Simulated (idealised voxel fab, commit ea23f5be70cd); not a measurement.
Process module heading - voxel trench capacitor
The figure presents cross-section cut, which has a width of 230 nm and is divided into square cells with an edge length of 5 nm.
In what follows, cross-sections appear as grids of square cells, described through bands that run from the top down, where every band is one or more rows of cells. Read a band's entry like this: the first values are the height of its top and the height of its bottom in nm, and what follows is the sequence of materials from left to right, each with its width in nm. Note that "air" is empty space, and that a single material marked "throughout" reaches across the band from edge to edge. Heights from 0 (as-received wafer is one material below). Bottom band endless downward, as "top 0, no bottom". Width spec "30 to 40" -> top row of cells at first value, bottom row at second value, equal per-row change in between. Basically "nothing got changed" means that step didn't change any cell in the cross-section. In "Enclosed void catalog" the enclosed voids are listed, meaning empty spaces of 8 cells or larger without any opening to the top. The form is width x height at distance, distance from the left edge, units nm. Text after the settings on a step's line: the simulator's own remark on that step. "overlay nm" answers the question of how far to the right of plan the mask lay on a step that has a mask, and when it is negative the answer is to the left.
Set out below are the planned steps of the process:
step 1: RECEIVE,material Si
step 2: CONFORMAL_DEP,material SiN,thk nm 5
step 3: DIRECTIONAL_DEP,material aC,thk nm 15
step 4: PATTERN,tone open,mask id TRENCH,material resist,width nm 30,pitch nm 55,thk nm 35,overlay nm 0
step 5: DIRECTIONAL_ETCH,etch materials aC,depth nm 15
step 6: STRIP,etch materials resist
step 7: DIRECTIONAL_ETCH,etch materials SiN,depth nm 5
step 8: DIRECTIONAL_ETCH,etch materials Si,depth nm 35
step 9: STRIP,etch materials aC
step 10: CONFORMAL_DEP,material HfO2,thk nm 5
step 11: CONFORMAL_DEP,material TiN,thk nm 5
step 12: FILL_DEP,material W,thk nm 5
step 13: CMP,height nm 5
On the first of the two wafers: run conducted according to plan:
Here's what the wafer looked like in cross-section when it arrived - that's after step 1:
top 0, no bottom  Si throughout
Enclosed void catalog: none
Take a look at the wafer's cross-section after step 2:
top 5, bottom 0  SiN throughout
For the remainder of the cross-section, below 0, there is no change.
Take a look at the wafer's cross-section after step 3:
top 20, bottom 5  aC throughout
For the remainder of the cross-section, below 5, there is no change.
Take a look at the wafer's cross-section after step 4:
top 55, bottom 20  15 resist / 30 air / 25 resist / 30 air / 25 resist / 30 air / 25 resist / 30 air / 20 resist
For the remainder of the cross-section, below 20, there is no change.
Take a look at the wafer's cross-section after step 5:
top 40, bottom 20  15 resist / 30 air / 25 resist / 30 air / 25 resist / 30 air / 25 resist / 30 air / 20 resist
top 20, bottom 5  15 aC / 30 air / 25 aC / 30 air / 25 aC / 30 air / 25 aC / 30 air / 20 aC
For the remainder of the cross-section, below 5, there is no change.
Take a look at the wafer's cross-section after step 6:
top 20, bottom 5  15 aC / 30 air / 25 aC / 30 air / 25 aC / 30 air / 25 aC / 30 air / 20 aC
For the remainder of the cross-section, below 5, there is no change.
Take a look at the wafer's cross-section after step 7:
top 20, bottom 5  15 aC / 30 air / 25 aC / 30 air / 25 aC / 30 air / 25 aC / 30 air / 20 aC
top 5, bottom 0  15 SiN / 30 air / 25 SiN / 30 air / 25 SiN / 30 air / 25 SiN / 30 air / 20 SiN
For the remainder of the cross-section, below 0, there is no change.
Take a look at the wafer's cross-section after step 8:
top 20, bottom 5  15 aC / 30 air / 25 aC / 30 air / 25 aC / 30 air / 25 aC / 30 air / 20 aC
top 5, bottom 0  15 SiN / 30 air / 25 SiN / 30 air / 25 SiN / 30 air / 25 SiN / 30 air / 20 SiN
top 0, bottom -35  15 Si / 30 air / 25 Si / 30 air / 25 Si / 30 air / 25 Si / 30 air / 20 Si
For the remainder of the cross-section, below -35, there is no change.
Take a look at the wafer's cross-section after step 9:
top 5, bottom 0  15 SiN / 30 air / 25 SiN / 30 air / 25 SiN / 30 air / 25 SiN / 30 air / 20 SiN
For the remainder of the cross-section, below 0, there is no change.
Take a look at the wafer's cross-section after step 10:
top 10, bottom 5  20 HfO2 / 20 air / 35 HfO2 / 20 air / 35 HfO2 / 20 air / 35 HfO2 / 20 air / 25 HfO2
top 5, bottom 0  15 SiN / 5 HfO2 / 20 air / 5 HfO2 / 25 SiN / 5 HfO2 / 20 air / 5 HfO2 / 25 SiN / 5 HfO2 / 20 air / 5 HfO2 / 25 SiN / 5 HfO2 / 20 air / 5 HfO2 / 20 SiN
top 0, bottom -30  15 Si / 5 HfO2 / 20 air / 5 HfO2 / 25 Si / 5 HfO2 / 20 air / 5 HfO2 / 25 Si / 5 HfO2 / 20 air / 5 HfO2 / 25 Si / 5 HfO2 / 20 air / 5 HfO2 / 20 Si
top -30, bottom -35  15 Si / 30 HfO2 / 25 Si / 30 HfO2 / 25 Si / 30 HfO2 / 25 Si / 30 HfO2 / 20 Si
For the remainder of the cross-section, below -35, there is no change.
Take a look at the wafer's cross-section after step 11:
top 15, bottom 10  25 TiN / 10 air / 45 TiN / 10 air / 45 TiN / 10 air / 45 TiN / 10 air / 30 TiN
top 10, bottom 5  20 HfO2 / 5 TiN / 10 air / 5 TiN / 35 HfO2 / 5 TiN / 10 air / 5 TiN / 35 HfO2 / 5 TiN / 10 air / 5 TiN / 35 HfO2 / 5 TiN / 10 air / 5 TiN / 25 HfO2
top 5, bottom 0  15 SiN / 5 HfO2 / 5 TiN / 10 air / 5 TiN / 5 HfO2 / 25 SiN / 5 HfO2 / 5 TiN / 10 air / 5 TiN / 5 HfO2 / 25 SiN / 5 HfO2 / 5 TiN / 10 air / 5 TiN / 5 HfO2 / 25 SiN / 5 HfO2 / 5 TiN / 10 air / 5 TiN / 5 HfO2 / 20 SiN
top 0, bottom -25  15 Si / 5 HfO2 / 5 TiN / 10 air / 5 TiN / 5 HfO2 / 25 Si / 5 HfO2 / 5 TiN / 10 air / 5 TiN / 5 HfO2 / 25 Si / 5 HfO2 / 5 TiN / 10 air / 5 TiN / 5 HfO2 / 25 Si / 5 HfO2 / 5 TiN / 10 air / 5 TiN / 5 HfO2 / 20 Si
top -25, bottom -30  15 Si / 5 HfO2 / 20 TiN / 5 HfO2 / 25 Si / 5 HfO2 / 20 TiN / 5 HfO2 / 25 Si / 5 HfO2 / 20 TiN / 5 HfO2 / 25 Si / 5 HfO2 / 20 TiN / 5 HfO2 / 20 Si
For the remainder of the cross-section, below -30, there is no change.
Take a look at the wafer's cross-section after step 12:
top 20, bottom 15  W throughout
top 15, bottom 10  25 TiN / 10 W / 45 TiN / 10 W / 45 TiN / 10 W / 45 TiN / 10 W / 30 TiN
top 10, bottom 5  20 HfO2 / 5 TiN / 10 W / 5 TiN / 35 HfO2 / 5 TiN / 10 W / 5 TiN / 35 HfO2 / 5 TiN / 10 W / 5 TiN / 35 HfO2 / 5 TiN / 10 W / 5 TiN / 25 HfO2
top 5, bottom 0  15 SiN / 5 HfO2 / 5 TiN / 10 W / 5 TiN / 5 HfO2 / 25 SiN / 5 HfO2 / 5 TiN / 10 W / 5 TiN / 5 HfO2 / 25 SiN / 5 HfO2 / 5 TiN / 10 W / 5 TiN / 5 HfO2 / 25 SiN / 5 HfO2 / 5 TiN / 10 W / 5 TiN / 5 HfO2 / 20 SiN
top 0, bottom -25  15 Si / 5 HfO2 / 5 TiN / 10 W / 5 TiN / 5 HfO2 / 25 Si / 5 HfO2 / 5 TiN / 10 W / 5 TiN / 5 HfO2 / 25 Si / 5 HfO2 / 5 TiN / 10 W / 5 TiN / 5 HfO2 / 25 Si / 5 HfO2 / 5 TiN / 10 W / 5 TiN / 5 HfO2 / 20 Si
For the remainder of the cross-section, below -25, there is no change.
Take a look at the wafer's cross-section after step 13:
top 5, bottom 0  15 SiN / 5 HfO2 / 5 TiN / 10 W / 5 TiN / 5 HfO2 / 25 SiN / 5 HfO2 / 5 TiN / 10 W / 5 TiN / 5 HfO2 / 25 SiN / 5 HfO2 / 5 TiN / 10 W / 5 TiN / 5 HfO2 / 25 SiN / 5 HfO2 / 5 TiN / 10 W / 5 TiN / 5 HfO2 / 20 SiN
For the remainder of the cross-section, below 0, there is no change.
The second wafer: identical to the first at the outset and in its planned sequence, differing only in that one mistake was made during processing; up to and including step 3, its path is the first wafer's path:
Second wafer cross-section, taken as of the time the plan sets for step 4 to be done:
top 55, bottom 20  20 resist / 25 air / 30 resist / 25 air / 30 resist / 25 air / 30 resist / 25 air / 20 resist
For the remainder of the cross-section, below 20, there is no change.
Second wafer cross-section, taken as of the time the plan sets for step 5 to be done:
top 40, bottom 20  20 resist / 25 air / 30 resist / 25 air / 30 resist / 25 air / 30 resist / 25 air / 20 resist
top 20, bottom 5  20 aC / 25 air / 30 aC / 25 air / 30 aC / 25 air / 30 aC / 25 air / 20 aC
For the remainder of the cross-section, below 5, there is no change.
Second wafer cross-section, taken as of the time the plan sets for step 6 to be done:
top 20, bottom 5  20 aC / 25 air / 30 aC / 25 air / 30 aC / 25 air / 30 aC / 25 air / 20 aC
For the remainder of the cross-section, below 5, there is no change.
Second wafer cross-section, taken as of the time the plan sets for step 7 to be done:
top 20, bottom 5  20 aC / 25 air / 30 aC / 25 air / 30 aC / 25 air / 30 aC / 25 air / 20 aC
top 5, bottom 0  20 SiN / 25 air / 30 SiN / 25 air / 30 SiN / 25 air / 30 SiN / 25 air / 20 SiN
For the remainder of the cross-section, below 0, there is no change.
Second wafer cross-section, taken as of the time the plan sets for step 8 to be done:
top 20, bottom 5  20 aC / 25 air / 30 aC / 25 air / 30 aC / 25 air / 30 aC / 25 air / 20 aC
top 5, bottom 0  20 SiN / 25 air / 30 SiN / 25 air / 30 SiN / 25 air / 30 SiN / 25 air / 20 SiN
top 0, bottom -35  20 Si / 25 air / 30 Si / 25 air / 30 Si / 25 air / 30 Si / 25 air / 20 Si
For the remainder of the cross-section, below -35, there is no change.
Second wafer cross-section, taken as of the time the plan sets for step 9 to be done:
top 5, bottom 0  20 SiN / 25 air / 30 SiN / 25 air / 30 SiN / 25 air / 30 SiN / 25 air / 20 SiN
For the remainder of the cross-section, below 0, there is no change.
Second wafer cross-section, taken as of the time the plan sets for step 10 to be done:
top 10, bottom 5  25 HfO2 / 15 air / 40 HfO2 / 15 air / 40 HfO2 / 15 air / 40 HfO2 / 15 air / 25 HfO2
top 5, bottom 0  20 SiN / 5 HfO2 / 15 air / 5 HfO2 / 30 SiN / 5 HfO2 / 15 air / 5 HfO2 / 30 SiN / 5 HfO2 / 15 air / 5 HfO2 / 30 SiN / 5 HfO2 / 15 air / 5 HfO2 / 20 SiN
top 0, bottom -30  20 Si / 5 HfO2 / 15 air / 5 HfO2 / 30 Si / 5 HfO2 / 15 air / 5 HfO2 / 30 Si / 5 HfO2 / 15 air / 5 HfO2 / 30 Si / 5 HfO2 / 15 air / 5 HfO2 / 20 Si
top -30, bottom -35  20 Si / 25 HfO2 / 30 Si / 25 HfO2 / 30 Si / 25 HfO2 / 30 Si / 25 HfO2 / 20 Si
For the remainder of the cross-section, below -35, there is no change.
Second wafer cross-section, taken as of the time the plan sets for step 11 to be done:
top 15, bottom 10  30 TiN / 5 air / 50 TiN / 5 air / 50 TiN / 5 air / 50 TiN / 5 air / 30 TiN
top 10, bottom 5  25 HfO2 / 5 TiN / 5 air / 5 TiN / 40 HfO2 / 5 TiN / 5 air / 5 TiN / 40 HfO2 / 5 TiN / 5 air / 5 TiN / 40 HfO2 / 5 TiN / 5 air / 5 TiN / 25 HfO2
top 5, bottom 0  20 SiN / 5 HfO2 / 5 TiN / 5 air / 5 TiN / 5 HfO2 / 30 SiN / 5 HfO2 / 5 TiN / 5 air / 5 TiN / 5 HfO2 / 30 SiN / 5 HfO2 / 5 TiN / 5 air / 5 TiN / 5 HfO2 / 30 SiN / 5 HfO2 / 5 TiN / 5 air / 5 TiN / 5 HfO2 / 20 SiN
top 0, bottom -25  20 Si / 5 HfO2 / 5 TiN / 5 air / 5 TiN / 5 HfO2 / 30 Si / 5 HfO2 / 5 TiN / 5 air / 5 TiN / 5 HfO2 / 30 Si / 5 HfO2 / 5 TiN / 5 air / 5 TiN / 5 HfO2 / 30 Si / 5 HfO2 / 5 TiN / 5 air / 5 TiN / 5 HfO2 / 20 Si
top -25, bottom -30  20 Si / 5 HfO2 / 15 TiN / 5 HfO2 / 30 Si / 5 HfO2 / 15 TiN / 5 HfO2 / 30 Si / 5 HfO2 / 15 TiN / 5 HfO2 / 30 Si / 5 HfO2 / 15 TiN / 5 HfO2 / 20 Si
For the remainder of the cross-section, below -30, there is no change.
Second wafer cross-section, taken as of the time the plan sets for step 12 to be done:
top 20, bottom 15  W throughout
top 15, bottom 10  30 TiN / 5 W / 50 TiN / 5 W / 50 TiN / 5 W / 50 TiN / 5 W / 30 TiN
top 10, bottom 5  25 HfO2 / 5 TiN / 5 W / 5 TiN / 40 HfO2 / 5 TiN / 5 W / 5 TiN / 40 HfO2 / 5 TiN / 5 W / 5 TiN / 40 HfO2 / 5 TiN / 5 W / 5 TiN / 25 HfO2
top 5, bottom 0  20 SiN / 5 HfO2 / 5 TiN / 5 W / 5 TiN / 5 HfO2 / 30 SiN / 5 HfO2 / 5 TiN / 5 W / 5 TiN / 5 HfO2 / 30 SiN / 5 HfO2 / 5 TiN / 5 W / 5 TiN / 5 HfO2 / 30 SiN / 5 HfO2 / 5 TiN / 5 W / 5 TiN / 5 HfO2 / 20 SiN
top 0, bottom -25  20 Si / 5 HfO2 / 5 TiN / 5 W / 5 TiN / 5 HfO2 / 30 Si / 5 HfO2 / 5 TiN / 5 W / 5 TiN / 5 HfO2 / 30 Si / 5 HfO2 / 5 TiN / 5 W / 5 TiN / 5 HfO2 / 30 Si / 5 HfO2 / 5 TiN / 5 W / 5 TiN / 5 HfO2 / 20 Si
For the remainder of the cross-section, below -25, there is no change.
Second wafer cross-section, taken as of the time the plan sets for step 13 to be done:
top 5, bottom 0  20 SiN / 5 HfO2 / 5 TiN / 5 W / 5 TiN / 5 HfO2 / 30 SiN / 5 HfO2 / 5 TiN / 5 W / 5 TiN / 5 HfO2 / 30 SiN / 5 HfO2 / 5 TiN / 5 W / 5 TiN / 5 HfO2 / 30 SiN / 5 HfO2 / 5 TiN / 5 W / 5 TiN / 5 HfO2 / 20 SiN
For the remainder of the cross-section, below 0, there is no change.
Run error: contrary to plan, step 4 was performed as PATTERN,tone open,mask id TRENCH,material resist,width nm 25,pitch nm 55,thk nm 35,overlay nm 0
Upon completion, the second wafer contains, in terms of cells, a greater or smaller amount of certain materials than the first wafer: HfO2 -4 | Si +28 | SiN +4 | TiN -4 | W -24
